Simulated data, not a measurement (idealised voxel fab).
Process module name: voxel wiring stack
The figure presents cross-section cut, which has a width of 165 nm and is divided into square cells with an edge length of 5 nm.
Each cross-section below is a grid of square cells, stated as bands in top-down order, with one or more rows of cells making up each band. For a band, the entry starts with two heights in nm, that of the top and then that of the bottom, and carries on with the band's materials in order from left to right, each alongside its width in nm; the word "full width" beside a single material means it fills the band edge to edge, and "blank" means empty space. Zero point of the height axis is 0; under it, received wafer = one material. Lowest band: continues down indefinitely, "z 0 and below". Width: "30 to 40" (first number = top row, second number = bottom row, same change from row to row of cells). Given "no alterations made" for a step, no cell of the cross-section differs between before and after that step. "Enclosed void listing" contains a list of empty spaces, each no smaller than 8 cells and without an open way to the top, written in the form width x height at distance with the distance from the left edge and all three in nm. after a step's settings: what the simulator itself notes on the step. overlay nm: mask offset rightward from planned place, masked step; negative means leftward offset.
plan:
1,RECEIVE [material Si]
2,CONFORMAL_DEP [material SiO2] [thk nm 10]
3,DIRECTIONAL_DEP [material TiN] [thk nm 5]
4,DIRECTIONAL_DEP [material W] [thk nm 25]
5,DIRECTIONAL_DEP [material aC] [thk nm 10]
6,PATTERN [tone cover] [mask id METAL_1] [material resist] [width nm 20] [pitch nm 35] [thk nm 25] [overlay nm 0]
7,DIRECTIONAL_ETCH [etch materials aC] [depth nm 10]
8,STRIP [etch materials resist]
9,DIRECTIONAL_ETCH [etch materials W] [depth nm 25]
10,DIRECTIONAL_ETCH [etch materials TiN] [depth nm 5]
11,STRIP [etch materials aC]
12,CONFORMAL_DEP [material SiN] [thk nm 5]
13,FILL_DEP [material lowk] [thk nm 10]
14,CMP [height nm 30]
15,CONFORMAL_DEP [material SiCN] [thk nm 5]
16,DIRECTIONAL_DEP [material SiO2] [thk nm 15]
17,PATTERN [tone open] [mask id PLUG_1] [material resist] [width nm 15] [pitch nm 70] [thk nm 15] [overlay nm 0]
18,DIRECTIONAL_ETCH [etch materials SiO2] [depth nm 15]
19,DIRECTIONAL_ETCH [etch materials SiCN] [depth nm 5]
20,STRIP [etch materials resist]
21,CONFORMAL_DEP [material TiN] [thk nm 5]
22,FILL_DEP [material Cu] [thk nm 5]
23,CMP [height nm 60]
24,DIRECTIONAL_DEP [material TiN] [thk nm 5]
25,DIRECTIONAL_DEP [material Ru] [thk nm 25]
26,PATTERN [tone cover] [mask id METAL_2] [material resist] [width nm 20] [pitch nm 35] [thk nm 20] [overlay nm 0]
27,DIRECTIONAL_ETCH [etch materials Ru] [depth nm 25]
28,DIRECTIONAL_ETCH [etch materials TiN] [depth nm 5]
29,STRIP [etch materials resist]
30,FILL_DEP [material SiO2] [thk nm 5]
31,CMP [height nm 90]
32,CONFORMAL_DEP [material SiN] [thk nm 5]
Among the wafers covered here, the point of difference is the height nm at step 14; their starting state is shared, and the plan presents the value of the first wafer.
Cross-section of the first of several received wafers, showing its state after step 1:
    z 0 and below = Si full width
    Enclosed void listing: none
The cross-section of the first of several wafers is given below for the end of the module, after its final step, step 32:
    z 95 to 90 = SiN full width
    z 90 to 65 = SiO2 (20), then Ru (20), then SiO2 (15), then Ru (20), then SiO2 (15), then Ru (20), then SiO2 (15), then Ru (20), then SiO2 (20)
    z 65 to 60 = SiO2 (20), then TiN (20), then SiO2 (15), then TiN (20), then SiO2 (15), then TiN (20), then SiO2 (15), then TiN (20), then SiO2 (20)
    z 60 to 55 = Cu full width
    z 55 to 50 = TiN (25), then Cu (5), then TiN (65), then Cu (5), then TiN (65)
    z 50 to 35 = SiO2 (20), then TiN (5), then Cu (5), then TiN (5), then SiO2 (55), then TiN (5), then Cu (5), then TiN (5), then SiO2 (60)
    z 35 to 30 = SiCN (20), then TiN (15), then SiCN (55), then TiN (15), then SiCN (60)
    z 30 to 15 = lowk (15), then SiN (5), then W (20), then SiN (5), then lowk (5), then SiN (5), then W (20), then SiN (5), then lowk (5), then SiN (5), then W (20), then SiN (5), then lowk (5), then SiN (5), then W (20), then SiN (5), then lowk (15)
    z 15 to 10 = SiN (20), then TiN (20), then SiN (15), then TiN (20), then SiN (15), then TiN (20), then SiN (15), then TiN (20), then SiN (20)
    z 10 to 0 = SiO2 full width
    z 0 and below = Si full width
    Enclosed void listing: none
So this is the cross-section on the last wafer at the end of the module:
    z 95 to 90 = SiN full width
    z 90 to 65 = SiO2 (20), then Ru (20), then SiO2 (15), then Ru (20), then SiO2 (15), then Ru (20), then SiO2 (15), then Ru (20), then SiO2 (20)
    z 65 to 60 = SiO2 (20), then TiN (20), then SiO2 (15), then TiN (20), then SiO2 (15), then TiN (20), then SiO2 (15), then TiN (20), then SiO2 (20)
    z 60 to 55 = SiCN (20), then TiN (15), then SiCN (55), then TiN (15), then SiCN (60)
    z 55 to 45 = lowk full width
    z 45 to 40 = lowk (15), then SiN (30), then lowk (5), then SiN (30), then lowk (5), then SiN (30), then lowk (5), then SiN (30), then lowk (15)
    z 40 to 15 = lowk (15), then SiN (5), then W (20), then SiN (5), then lowk (5), then SiN (5), then W (20), then SiN (5), then lowk (5), then SiN (5), then W (20), then SiN (5), then lowk (5), then SiN (5), then W (20), then SiN (5), then lowk (15)
    z 15 to 10 = SiN (20), then TiN (20), then SiN (15), then TiN (20), then SiN (15), then TiN (20), then SiN (15), then TiN (20), then SiN (20)
    z 10 to 0 = SiO2 full width
    z 0 and below = Si full width
    Enclosed void listing: none
Where each wafer stands at the end of the module, a row apiece: cells of each material gained (+) or lost (-) since it was received, then closed voids:
height nm 30 | +41 Cu | +80 Ru | +27 SiCN | +74 SiN | +249 SiO2 | +81 TiN | +48 W | +27 lowk | Enclosed void listing: none
height nm 35 | +8 Cu | +80 Ru | +27 SiCN | +82 SiN | +249 SiO2 | +81 TiN | +64 W | +36 lowk | Enclosed void listing: none
height nm 40 | +6 Cu | +80 Ru | +27 SiCN | +90 SiN | +249 SiO2 | +50 TiN | +80 W | +45 lowk | Enclosed void listing: none
height nm 45 | +4 Cu | +80 Ru | +27 SiCN | +114 SiN | +222 SiO2 | +46 TiN | +80 W | +54 lowk | Enclosed void listing: none
height nm 50 | +2 Cu | +80 Ru | +27 SiCN | +114 SiN | +195 SiO2 | +42 TiN | +80 W | +87 lowk | Enclosed void listing: none
height nm 55 | +80 Ru | +27 SiCN | +114 SiN | +168 SiO2 | +38 TiN | +80 W | +120 lowk | Enclosed void listing: none
